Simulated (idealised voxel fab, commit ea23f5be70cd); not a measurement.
The document below concerns the process module designated voxel self aligned contacts.
Shown is cross-section cut, with a width of 240 nm and square cells of size 5 nm.
The cross-sections in this document take the form of a grid made of square cells. They are written out as bands, in order from top to bottom. Each band consists of one or more rows of cells. Top, bottom (nm), then materials left to right with widths (nm); lone material tagged "everywhere" fills the whole band edge to edge; "empty" = empty space. Heights are reckoned from 0. Under this level, the received wafer is all of one material. The bottommost band is open-ended downward, for example "from 0 down". With a width like "30..40", each row of cells in the band differs from the next by the same amount, the top row carrying the first number and the bottom row the second. "no modifications" means the step left every cell of the cross-section as it was. "Enclosed internal voids": empty spaces of 8 cells or more with no open way to the top, each given as width x height at distance, distance from the left edge, all in nm. Past the settings on a step's line: simulator remark, on that step. overlay nm: for a step with a mask, the amount by which the mask lay right of where it was planned; a negative amount means left of it.

plan
1,RECEIVE, material Si
2,OXIDIZE, depth nm 5
3,DIRECTIONAL_DEP, material polySi, thk nm 25
4,DIRECTIONAL_DEP, material SiN, thk nm 20
5,DIRECTIONAL_DEP, material aC, thk nm 15
6,PATTERN, tone cover, mask id GATE, material resist, width nm 15, pitch nm 55, thk nm 30, overlay nm 0
7,DIRECTIONAL_ETCH, etch materials aC, depth nm 15
8,STRIP, etch materials resist
9,DIRECTIONAL_ETCH, etch materials SiN, depth nm 20
10,DIRECTIONAL_ETCH, etch materials polySi, depth nm 25
11,STRIP, etch materials aC
12,CONFORMAL_DEP, material SiN, thk nm 5
13,DIRECTIONAL_ETCH, etch materials SiN, depth nm 5
14,FILL_DEP, material SiO2, thk nm 20
15,CMP, height nm 55
16,PATTERN, tone open, mask id CONTACT, material resist, width nm 40, pitch nm 55, thk nm 20, overlay nm 0
17,DIRECTIONAL_ETCH, etch materials SiO2, depth nm 60
18,STRIP, etch materials resist
19,CONFORMAL_DEP, material TiN, thk nm 5
20,FILL_DEP, material W, thk nm 5
21,CMP, height nm 55
22,CONFORMAL_DEP, material SiCN, thk nm 5
The plan's step 6 width nm is the first wafer's value; the wafers differ in this setting and start identical.

Step 1 complete: as-received cross-section of the first of several wafers
  from 0 down = Si everywhere
  Enclosed internal voids: none

Row per wafer, end-of-module: cell gain (+)/loss (-) by material since the wafer came in, then closed voids
width nm 15, -48 Si, +48 SiCN, +90 SiN, +289 SiO2, +60 TiN, +92 W, +45 polySi, Enclosed internal voids: none
width nm 20, -48 Si, +48 SiCN, +102 SiN, +282 SiO2, +60 TiN, +72 W, +60 polySi, Enclosed internal voids: none
width nm 25, -48 Si, +48 SiCN, +114 SiN, +275 SiO2, +60 TiN, +52 W, +75 polySi, Enclosed internal voids: none
width nm 30, -48 Si, +48 SiCN, +126 SiN, +268 SiO2, +60 TiN, +32 W, +90 polySi, Enclosed internal voids: none
width nm 35, -48 Si, +48 SiCN, +138 SiN, +261 SiO2, +60 TiN, +12 W, +105 polySi, Enclosed internal voids: none
width nm 40, -48 Si, +48 SiCN, +150 SiN, +254 SiO2, +40 TiN, +12 W, +120 polySi, Enclosed internal voids: none
